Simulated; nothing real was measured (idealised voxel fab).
process module | voxel plated lines
cross-section cut | 180 nm wide | cells 5 nm
A cross-section is a grid of square cells, given in bands from the top down. A band is one or more rows of cells.
Each band's line starts with the height of the band's top and of its bottom, in nm. Then come its materials from left to right, each with its width in nm. One material with "throughout" fills the band from edge to edge. "air" is empty space.
Height 0 is the level under which the wafer as received is all one material. The lowest band goes on downwards, as in "0 down".
A width such as "30 to 40" changes by the same amount from each row of cells to the next, from the band's top row to its bottom row.
"no change" after a step means that no cell of the cross-section changed.
closed voids: empty space of 8 cells or more with no open way to the top, each as width x height at its distance from the left edge, in nm
after a step's settings: what the simulator itself notes on the step
overlay nm, on a step with a mask: how far to the right of its planned place the mask lay; to the left if negative
plan
1 op RECEIVE | material Si
2 op CONFORMAL_DEP | material SiN | thk nm 10
3 op DIRECTIONAL_DEP | material TiN | thk nm 5
4 op PATTERN | tone open | mask id LINES | material resist | width nm 25 | pitch nm 40 | thk nm 40 | overlay nm 0
5 op EPI | material Ru | thk nm 10
6 op EPI | material Ru | thk nm 10
7 op EPI | material Ru | thk nm 5
8 op STRIP | etch materials resist
9 op DIRECTIONAL_ETCH | etch materials TiN | depth nm 5
10 op CONFORMAL_DEP | material SiN | thk nm 10
as received, after step 1
  0 down: Si throughout
  closed voids: none
first wafer at the end, as planned
  50 to 40: air 45 | SiN 85 | air 50
  40 to 20: air 45 | SiN 10 | Ru 25 | SiN 15 | Ru 25 | SiN 10 | air 50
  20 to 15: SiN 55 | Ru 25 | SiN 15 | Ru 25 | SiN 60
  15 to 10: SiN 55 | TiN 25 | SiN 15 | TiN 25 | SiN 60
  10 to 0: SiN throughout
  0 down: Si throughout
  closed voids: none
second wafer at the end: like start, like plan, one mistake
  50 to 20: air 45 | Ru 85 | air 50
  20 to 15: Ru throughout
  15 to 10: Ru 55 | TiN 25 | Ru 15 | TiN 25 | Ru 60
  10 to 0: SiN throughout
  0 down: Si throughout
  closed voids: none
what went wrong: step 10 ran as: op CONFORMAL_DEP | material Ru | thk nm 10
at the end the second wafer has, in cells: 114 more of Ru | 114 fewer of SiN
